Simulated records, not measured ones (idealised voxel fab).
Process module name: voxel capacitor over wiring
Xsec cut, 205 nm wide, square cell size 5 nm.
Cross-sections here: square-cell grids, written as top-down lists of bands, a band being one or more rows of cells.
Top, bottom (nm), then materials left to right with widths (nm); lone material tagged "full width" fills the whole band edge to edge; "empty" = empty space.
Heights are reckoned from 0. Under this level, the received wafer is all of one material. The bottommost band is open-ended downward, for example "z 0 and below".
Width: "30->40" (first number = top row, second number = bottom row, same change from row to row of cells).
The designation "no modification", where it is given for a processing step, indicates that no cell of the cross-section was altered in the course of that step.
"Enclosed void catalog" enumerates empty spaces isolated from the top, with no open way to it, that contain at least 8 cells, giving each as width x height at distance from the left edge, all three in nm.
Formally, on a step line, whatever follows the settings is a remark that the simulator itself makes on the step.
For masked steps, "overlay nm" on the step line gives how far right of plan the mask actually lay; a minus sign means it lay to the left.
INTENDED PROCESS STEPS
1. RECEIVE,material Si
2. CONFORMAL_DEP,material SiO2,thk nm 10
3. CONFORMAL_DEP,material SiCN,thk nm 5
4. DIRECTIONAL_DEP,material SiO2,thk nm 25
5. PATTERN,tone open,mask id METAL_1,material resist,width nm 20,pitch nm 85,thk nm 15,overlay nm 0
6. DIRECTIONAL_ETCH,etch materials SiO2,depth nm 25
7. DIRECTIONAL_ETCH,etch materials SiCN,depth nm 5
8. STRIP,etch materials resist
9. CONFORMAL_DEP,material TiN,thk nm 5
10. FILL_DEP,material Cu,thk nm 10
11. CMP,height nm 40
12. CONFORMAL_DEP,material SiCN,thk nm 5
13. DIRECTIONAL_DEP,material SiO2,thk nm 20
14. DIRECTIONAL_DEP,material aC,thk nm 15
15. PATTERN,tone open,mask id PLUG_1,material resist,width nm 15,thk nm 30,overlay nm 0
16. DIRECTIONAL_ETCH,etch materials aC,depth nm 15
17. STRIP,etch materials resist
18. DIRECTIONAL_ETCH,etch materials SiO2,depth nm 20
19. DIRECTIONAL_ETCH,etch materials SiCN,depth nm 5
20. STRIP,etch materials aC
21. EPI,material Ru,thk nm 10
22. EPI,material Ru,thk nm 10
23. EPI,material Ru,thk nm 5
24. DIRECTIONAL_DEP,material TiN,thk nm 5
25. DIRECTIONAL_DEP,material Al2O3,thk nm 5
26. DIRECTIONAL_DEP,material TiN,thk nm 5
27. MASKED_ETCH,tone cover,mask id UPPER_PLATE,width nm 70,etch materials TiN,depth nm 5,overlay nm 0
28. MASKED_ETCH,tone cover,mask id UPPER_PLATE,width nm 70,etch materials Al2O3,depth nm 5,overlay nm 0
29. MASKED_ETCH,tone cover,mask id LOWER_PLATE,width nm 80,etch materials TiN,depth nm 5,overlay nm 0
30. FILL_DEP,material SiO2,thk nm 15
31. CMP,height nm 90
32. DIRECTIONAL_DEP,material aC,thk nm 15
33. PATTERN,tone open,mask id PLUG_2,material resist,width nm 15,thk nm 35,overlay nm 0
34. DIRECTIONAL_ETCH,etch materials aC,depth nm 15
35. STRIP,etch materials resist
36. DIRECTIONAL_ETCH,etch materials SiO2,depth nm 10
37. STRIP,etch materials aC
38. CONFORMAL_DEP,material TiN,thk nm 5
39. FILL_DEP,material Cu,thk nm 5
40. CMP,height nm 90
41. CONFORMAL_DEP,material SiCN,thk nm 5
WAFER AT RECEIPT (POST STEP 1), CROSS-SECTION
* z 0 and below: Si full width
* Enclosed void catalog: none
ONE MISTAKE IN RUNNING THE MODULE, OTHERWISE START AND PLAN AS ABOVE: CROSS-SECTION AT THE END
* z 95 to 90: SiCN full width
* z 90 to 85: Cu=60, then TiN=5, then SiO2=15, then TiN=5, then Cu=120
* z 85 to 80: TiN=65, then SiO2=15, then TiN=125
* z 80 to 75: SiO2=55, then TiN=70, then SiO2=80
* z 75 to 70: SiO2=55, then Al2O3=70, then SiO2=80
* z 70 to 65: SiO2=50, then TiN=80, then SiO2=75
* z 65 to 45: SiO2=55, then Ru=15, then SiO2=135
* z 45 to 40: SiCN=55, then Ru=15, then SiCN=135
* z 40 to 15: SiO2=50, then TiN=5, then Cu=10, then TiN=5, then SiO2=65, then TiN=5, then Cu=10, then TiN=5, then SiO2=50
* z 15 to 10: SiCN=50, then TiN=20, then SiCN=65, then TiN=20, then SiCN=50
* z 10 to 0: SiO2 full width
* z 0 and below: Si full width
* Enclosed void catalog: none
What was the processing mistake? step 33 ran differently from the plan; actual operation with settings: PATTERN,tone cover,mask id PLUG_2,material resist,width nm 15,thk nm 35,overlay nm 0
